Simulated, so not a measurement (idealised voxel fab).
The name of this process module is voxel gate over fins.
The width of the displayed cross-section, cut, is 210 nm; its cells are square, with a size of 5 nm.
We lay out every cross-section as a grid of square cells and spell it out in bands from the top down, where one band means one or more rows of cells.
Each band's line starts with the height of the band's top and of its bottom, in nm. Then come its materials from left to right, each with its width in nm. One material with "full width" fills the band from edge to edge. "air" is empty space.
The level at which height equals 0 is the one under which the wafer, as it arrives, is entirely one material. No lower edge exists for the bottom band, which continues downward and is notated as in "0 -> down".
So if you see something like "30->40" for the width, read it as the top row of the band sitting at the first number and the bottom row at the second, with every row in between moving by the same amount as the last.
When a step is marked "nothing got changed", none of the cells in the cross-section changed during that step.
"Enclosed internal voids" contains a list of empty spaces, each no smaller than 8 cells and without an open way to the top, written in the form width x height at distance with the distance from the left edge and all three in nm.
On each step's line, the part that comes after the settings is the simulator's own comment on the step.
Each step line may optionally specify "overlay nm", which for a step with a mask gives the rightward distance between the mask's planned place and where it lay, a negative value indicating the leftward direction.
[Process steps (planned)]
1. RECEIVE,material Si
2. CONFORMAL_DEP,material SiN,thk nm 5
3. DIRECTIONAL_DEP,material aC,thk nm 10
4. PATTERN,tone cover,mask id FINS,material resist,width nm 15,pitch nm 60,thk nm 25,overlay nm 0
5. DIRECTIONAL_ETCH,etch materials aC,depth nm 10
6. STRIP,etch materials resist
7. DIRECTIONAL_ETCH,etch materials SiN,depth nm 5
8. DIRECTIONAL_ETCH,etch materials Si,depth nm 35
9. STRIP,etch materials aC
10. FILL_DEP,material SiO2,thk nm 5
11. CMP,height nm 5
12. DIRECTIONAL_DEP,material aC,thk nm 10
13. PATTERN,tone open,mask id RAIL,material resist,width nm 15,thk nm 25,overlay nm 0
14. DIRECTIONAL_ETCH,etch materials aC,depth nm 10
15. STRIP,etch materials resist
16. DIRECTIONAL_ETCH,etch materials SiO2,depth nm 35
17. STRIP,etch materials aC
18. CONFORMAL_DEP,material TiN,thk nm 5
19. FILL_DEP,material Ru,thk nm 5
20. CMP,height nm 5
21. SELECTIVE_ETCH,etch materials W Ru TiN,depth nm 20
22. FILL_DEP,material SiO2,thk nm 5
23. CMP,height nm 5
24. SELECTIVE_ETCH,etch materials SiO2,depth nm 15
25. STRIP,etch materials SiN
26. CONFORMAL_DEP,material HfO2,thk nm 5
27. CONFORMAL_DEP,material TiN,thk nm 5
28. FILL_DEP,material W,thk nm 10
29. CMP,height nm 15
30. CONFORMAL_DEP,material SiN,thk nm 10
[Account of the first of two wafers, which was processed as intended]
[as received, after step 1]
  0 -> down = Si full width
  Enclosed internal voids: none
[Upon completion of step 2, the wafer appears in cross-section as shown]
  5 -> 0 = SiN full width
  Unchanged below 0.
[Upon completion of step 3, the wafer appears in cross-section as shown]
  15 -> 5 = aC full width
  Unchanged below 5.
[Upon completion of step 4, the wafer appears in cross-section as shown]
  40 -> 15 = air 65 nm, then resist 15 nm, then air 45 nm, then resist 15 nm, then air 70 nm
  Unchanged below 15.
[Upon completion of step 5, the wafer appears in cross-section as shown]
  30 -> 15 = air 65 nm, then resist 15 nm, then air 45 nm, then resist 15 nm, then air 70 nm
  15 -> 5 = air 65 nm, then aC 15 nm, then air 45 nm, then aC 15 nm, then air 70 nm
  Unchanged below 5.
[Upon completion of step 6, the wafer appears in cross-section as shown]
  15 -> 5 = air 65 nm, then aC 15 nm, then air 45 nm, then aC 15 nm, then air 70 nm
  Unchanged below 5.
[Upon completion of step 7, the wafer appears in cross-section as shown]
  15 -> 5 = air 65 nm, then aC 15 nm, then air 45 nm, then aC 15 nm, then air 70 nm
  5 -> 0 = air 65 nm, then SiN 15 nm, then air 45 nm, then SiN 15 nm, then air 70 nm
  Unchanged below 0.
[Upon completion of step 8, the wafer appears in cross-section as shown]
  15 -> 5 = air 65 nm, then aC 15 nm, then air 45 nm, then aC 15 nm, then air 70 nm
  5 -> 0 = air 65 nm, then SiN 15 nm, then air 45 nm, then SiN 15 nm, then air 70 nm
  0 -> -35 = air 65 nm, then Si 15 nm, then air 45 nm, then Si 15 nm, then air 70 nm
  Unchanged below -35.
[Upon completion of step 9, the wafer appears in cross-section as shown]
  5 -> 0 = air 65 nm, then SiN 15 nm, then air 45 nm, then SiN 15 nm, then air 70 nm
  Unchanged below 0.
[Upon completion of step 10, the wafer appears in cross-section as shown]
  10 -> 5 = SiO2 full width
  5 -> 0 = SiO2 65 nm, then SiN 15 nm, then SiO2 45 nm, then SiN 15 nm, then SiO2 70 nm
  0 -> -35 = SiO2 65 nm, then Si 15 nm, then SiO2 45 nm, then Si 15 nm, then SiO2 70 nm
  Unchanged below -35.
[Upon completion of step 11, the wafer appears in cross-section as shown]
  5 -> 0 = SiO2 65 nm, then SiN 15 nm, then SiO2 45 nm, then SiN 15 nm, then SiO2 70 nm
  Unchanged below 0.
[Upon completion of step 12, the wafer appears in cross-section as shown]
  15 -> 5 = aC full width
  Unchanged below 5.
[Upon completion of step 13, the wafer appears in cross-section as shown]
  40 -> 15 = resist 95 nm, then air 15 nm, then resist 100 nm
  Unchanged below 15.
[Upon completion of step 14, the wafer appears in cross-section as shown]
  30 -> 15 = resist 95 nm, then air 15 nm, then resist 100 nm
  15 -> 5 = aC 95 nm, then air 15 nm, then aC 100 nm
  Unchanged below 5.
[Upon completion of step 15, the wafer appears in cross-section as shown]
  15 -> 5 = aC 95 nm, then air 15 nm, then aC 100 nm
  Unchanged below 5.
[Upon completion of step 16, the wafer appears in cross-section as shown]
  15 -> 5 = aC 95 nm, then air 15 nm, then aC 100 nm
  5 -> 0 = SiO2 65 nm, then SiN 15 nm, then SiO2 15 nm, then air 15 nm, then SiO2 15 nm, then SiN 15 nm, then SiO2 70 nm
  0 -> -30 = SiO2 65 nm, then Si 15 nm, then SiO2 15 nm, then air 15 nm, then SiO2 15 nm, then Si 15 nm, then SiO2 70 nm
  Unchanged below -30.
[Upon completion of step 17, the wafer appears in cross-section as shown]
  5 -> 0 = SiO2 65 nm, then SiN 15 nm, then SiO2 15 nm, then air 15 nm, then SiO2 15 nm, then SiN 15 nm, then SiO2 70 nm
  Unchanged below 0.
[Upon completion of step 18, the wafer appears in cross-section as shown]
  10 -> 5 = TiN 100 nm, then air 5 nm, then TiN 105 nm
  5 -> 0 = SiO2 65 nm, then SiN 15 nm, then SiO2 15 nm, then TiN 5 nm, then air 5 nm, then TiN 5 nm, then SiO2 15 nm, then SiN 15 nm, then SiO2 70 nm
  0 -> -25 = SiO2 65 nm, then Si 15 nm, then SiO2 15 nm, then TiN 5 nm, then air 5 nm, then TiN 5 nm, then SiO2 15 nm, then Si 15 nm, then SiO2 70 nm
  -25 -> -30 = SiO2 65 nm, then Si 15 nm, then SiO2 15 nm, then TiN 15 nm, then SiO2 15 nm, then Si 15 nm, then SiO2 70 nm
  Unchanged below -30.
[Upon completion of step 19, the wafer appears in cross-section as shown]
  15 -> 10 = Ru full width
  10 -> 5 = TiN 100 nm, then Ru 5 nm, then TiN 105 nm
  5 -> 0 = SiO2 65 nm, then SiN 15 nm, then SiO2 15 nm, then TiN 5 nm, then Ru 5 nm, then TiN 5 nm, then SiO2 15 nm, then SiN 15 nm, then SiO2 70 nm
  0 -> -25 = SiO2 65 nm, then Si 15 nm, then SiO2 15 nm, then TiN 5 nm, then Ru 5 nm, then TiN 5 nm, then SiO2 15 nm, then Si 15 nm, then SiO2 70 nm
  Unchanged below -25.
[Upon completion of step 20, the wafer appears in cross-section as shown]
  5 -> 0 = SiO2 65 nm, then SiN 15 nm, then SiO2 15 nm, then TiN 5 nm, then Ru 5 nm, then TiN 5 nm, then SiO2 15 nm, then SiN 15 nm, then SiO2 70 nm
  Unchanged below 0.
[Upon completion of step 21, the wafer appears in cross-section as shown]
  5 -> 0 = SiO2 65 nm, then SiN 15 nm, then SiO2 15 nm, then air 15 nm, then SiO2 15 nm, then SiN 15 nm, then SiO2 70 nm
  0 -> -15 = SiO2 65 nm, then Si 15 nm, then SiO2 15 nm, then air 15 nm, then SiO2 15 nm, then Si 15 nm, then SiO2 70 nm
  Unchanged below -15.
[Upon completion of step 22, the wafer appears in cross-section as shown]
  10 -> 5 = SiO2 full width
  5 -> 0 = SiO2 65 nm, then SiN 15 nm, then SiO2 45 nm, then SiN 15 nm, then SiO2 70 nm
  0 -> -15 = SiO2 65 nm, then Si 15 nm, then SiO2 45 nm, then Si 15 nm, then SiO2 70 nm
  Unchanged below -15.
[Upon completion of step 23, the wafer appears in cross-section as shown]
  5 -> 0 = SiO2 65 nm, then SiN 15 nm, then SiO2 45 nm, then SiN 15 nm, then SiO2 70 nm
  Unchanged below 0.
[Upon completion of step 24, the wafer appears in cross-section as shown]
  5 -> 0 = air 65 nm, then SiN 15 nm, then air 45 nm, then SiN 15 nm, then air 70 nm
  0 -> -10 = air 65 nm, then Si 15 nm, then air 45 nm, then Si 15 nm, then air 70 nm
  Unchanged below -10.
[Upon completion of step 25, the wafer appears in cross-section as shown]
  0 -> -10 = air 65 nm, then Si 15 nm, then air 45 nm, then Si 15 nm, then air 70 nm
  Unchanged below -10.
[Upon completion of step 26, the wafer appears in cross-section as shown]
  5 -> 0 = air 60 nm, then HfO2 25 nm, then air 35 nm, then HfO2 25 nm, then air 65 nm
  0 -> -5 = air 60 nm, then HfO2 5 nm, then Si 15 nm, then HfO2 5 nm, then air 35 nm, then HfO2 5 nm, then Si 15 nm, then HfO2 5 nm, then air 65 nm
  -5 -> -10 = HfO2 65 nm, then Si 15 nm, then HfO2 45 nm, then Si 15 nm, then HfO2 70 nm
  Unchanged below -10.
[Upon completion of step 27, the wafer appears in cross-section as shown]
  10 -> 5 = air 55 nm, then TiN 35 nm, then air 25 nm, then TiN 35 nm, then air 60 nm
  5 -> 0 = air 55 nm, then TiN 5 nm, then HfO2 25 nm, then TiN 5 nm, then air 25 nm, then TiN 5 nm, then HfO2 25 nm, then TiN 5 nm, then air 60 nm
  0 -> -5 = TiN 60 nm, then HfO2 5 nm, then Si 15 nm, then HfO2 5 nm, then TiN 35 nm, then HfO2 5 nm, then Si 15 nm, then HfO2 5 nm, then TiN 65 nm
  Unchanged below -5.
[Upon completion of step 28, the wafer appears in cross-section as shown]
  20 -> 10 = W full width
  10 -> 5 = W 55 nm, then TiN 35 nm, then W 25 nm, then TiN 35 nm, then W 60 nm
  5 -> 0 = W 55 nm, then TiN 5 nm, then HfO2 25 nm, then TiN 5 nm, then W 25 nm, then TiN 5 nm, then HfO2 25 nm, then TiN 5 nm, then W 60 nm
  Unchanged below 0.
[Upon completion of step 29, the wafer appears in cross-section as shown]
  15 -> 10 = W full width
  Unchanged below 10.
[Upon completion of step 30, the wafer appears in cross-section as shown]
  25 -> 15 = SiN full width
  Unchanged below 15.
[Second Wafer (Identical Start and Plan, One Processing Error; Matches First Wafer Through Step 23)]
[At the planned end of step 24, the second wafer in cross-section]
  5 -> 0 = SiO2 65 nm, then air 15 nm, then SiO2 45 nm, then air 15 nm, then SiO2 70 nm
  Unchanged below 0.
[At the planned end of step 25, the second wafer in cross-section]
  0 -> -10 = air 65 nm, then Si 15 nm, then air 45 nm, then Si 15 nm, then air 70 nm
  -10 -> -15 = SiO2 50 nm, then air 15 nm, then Si 15 nm, then air 15 nm, then SiO2 15 nm, then air 15 nm, then Si 15 nm, then air 15 nm, then SiO2 55 nm
  Unchanged below -15.
[At the planned end of step 26, the second wafer in cross-section]
  5 -> 0 = air 60 nm, then HfO2 25 nm, then air 35 nm, then HfO2 25 nm, then air 65 nm
  0 -> -5 = air 60 nm, then HfO2 5 nm, then Si 15 nm, then HfO2 5 nm, then air 35 nm, then HfO2 5 nm, then Si 15 nm, then HfO2 5 nm, then air 65 nm
  -5 -> -10 = HfO2 55 nm, then air 5 nm, then HfO2 5 nm, then Si 15 nm, then HfO2 5 nm, then air 5 nm, then HfO2 25 nm, then air 5 nm, then HfO2 5 nm, then Si 15 nm, then HfO2 5 nm, then air 5 nm, then HfO2 60 nm
  -10 -> -15 = SiO2 50 nm, then HfO2 15 nm, then Si 15 nm, then HfO2 15 nm, then SiO2 15 nm, then HfO2 15 nm, then Si 15 nm, then HfO2 15 nm, then SiO2 55 nm
  Unchanged below -15.
[At the planned end of step 27, the second wafer in cross-section]
  10 -> 5 = air 55 nm, then TiN 35 nm, then air 25 nm, then TiN 35 nm, then air 60 nm
  5 -> 0 = air 55 nm, then TiN 5 nm, then HfO2 25 nm, then TiN 5 nm, then air 25 nm, then TiN 5 nm, then HfO2 25 nm, then TiN 5 nm, then air 60 nm
  0 -> -5 = TiN 60 nm, then HfO2 5 nm, then Si 15 nm, then HfO2 5 nm, then TiN 35 nm, then HfO2 5 nm, then Si 15 nm, then HfO2 5 nm, then TiN 65 nm
  -5 -> -10 = HfO2 55 nm, then TiN 5 nm, then HfO2 5 nm, then Si 15 nm, then HfO2 5 nm, then TiN 5 nm, then HfO2 25 nm, then TiN 5 nm, then HfO2 5 nm, then Si 15 nm, then HfO2 5 nm, then TiN 5 nm, then HfO2 60 nm
  Unchanged below -10.
[At the planned end of step 28, the second wafer in cross-section]
  20 -> 10 = W full width
  10 -> 5 = W 55 nm, then TiN 35 nm, then W 25 nm, then TiN 35 nm, then W 60 nm
  5 -> 0 = W 55 nm, then TiN 5 nm, then HfO2 25 nm, then TiN 5 nm, then W 25 nm, then TiN 5 nm, then HfO2 25 nm, then TiN 5 nm, then W 60 nm
  Unchanged below 0.
[At the planned end of step 29, the second wafer in cross-section]
  15 -> 10 = W full width
  Unchanged below 10.
[At the planned end of step 30, the second wafer in cross-section]
  25 -> 15 = SiN full width
  Unchanged below 15.
What went wrong in running the wafer? steps 24 and 25: order swapped relative to plan
Final cells, second wafer relative to first, materials higher or lower: HfO2 +8, SiO2 -12, TiN +4
